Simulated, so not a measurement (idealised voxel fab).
process module | voxel double patterning
cross-section cut | 180 nm wide | cells 5 nm
A cross-section is a grid of square cells, given in bands from the top down. A band is one or more rows of cells.
Each band's line starts with the height of the band's top and of its bottom, in nm. Then come its materials from left to right, each with its width in nm. One material with "throughout" fills the band from edge to edge. "air" is empty space.
Height 0 is the level under which the wafer as received is all one material. The lowest band goes on downwards, as in "0 down".
A width such as "30 to 40" changes by the same amount from each row of cells to the next, from the band's top row to its bottom row.
"no change" after a step means that no cell of the cross-section changed.
closed voids: empty space of 8 cells or more with no open way to the top, each as width x height at its distance from the left edge, in nm
after a step's settings: what the simulator itself notes on the step
overlay nm, on a step with a mask: how far to the right of its planned place the mask lay; to the left if negative
plan
1 op RECEIVE | material Si
2 op CONFORMAL_DEP | material SiO2 | thk nm 10
3 op DIRECTIONAL_DEP | material polySi | thk nm 10
4 op DIRECTIONAL_DEP | material SiCN | thk nm 5
5 op MASKED_ETCH | tone open | mask id FIRST | width nm 15 | pitch nm 50 | etch materials SiCN | depth nm 5 | overlay nm 0
6 op MASKED_ETCH | tone open | mask id SECOND | width nm 15 | etch materials SiCN | depth nm 5 | overlay nm 0
7 op DIRECTIONAL_ETCH | etch materials polySi | depth nm 10
8 op STRIP | etch materials SiCN
first wafer, as planned
as received, after step 1
  0 down: Si throughout
  closed voids: none
after step 2
  10 to 0: SiO2 throughout
  below 0: unchanged
after step 3
  20 to 10: polySi throughout
  below 10: unchanged
after step 4
  25 to 20: SiCN throughout
  below 20: unchanged
after step 5
  25 to 20: SiCN 55 | air 15 | SiCN 35 | air 15 | SiCN 60
  below 20: unchanged
after step 6
  25 to 20: SiCN 55 | air 15 | SiCN 10 | air 15 | SiCN 10 | air 15 | SiCN 60
  below 20: unchanged
after step 7
  25 to 20: SiCN 55 | air 15 | SiCN 10 | air 15 | SiCN 10 | air 15 | SiCN 60
  20 to 10: polySi 55 | air 15 | polySi 10 | air 15 | polySi 10 | air 15 | polySi 60
  below 10: unchanged
after step 8
  20 to 10: polySi 55 | air 15 | polySi 10 | air 15 | polySi 10 | air 15 | polySi 60
  below 10: unchanged
second wafer: like start, like plan, one mistake. Through step 4 it matches the first wafer
when step 5 should have ended
  25 to 20: SiCN 55 | air 15 | SiCN 35 | air 15 | SiCN 60
  below 20: unchanged
when step 6 should have ended
  25 to 20: SiCN 55 | air 15 | SiCN 10 | air 15 | SiCN 10 | air 15 | SiCN 60
  below 20: unchanged
when step 7 should have ended
  25 to 20: SiCN 55 | air 15 | SiCN 10 | air 15 | SiCN 10 | air 15 | SiCN 60
  20 to 10: polySi 55 | air 15 | polySi 10 | air 15 | polySi 10 | air 15 | polySi 60
  below 10: unchanged
when step 8 should have ended
  20 to 10: polySi 55 | air 15 | polySi 10 | air 15 | polySi 10 | air 15 | polySi 60
  below 10: unchanged
what went wrong: step 5 was run twice
at the end the two cross-sections are the same: no effect in what this model computes
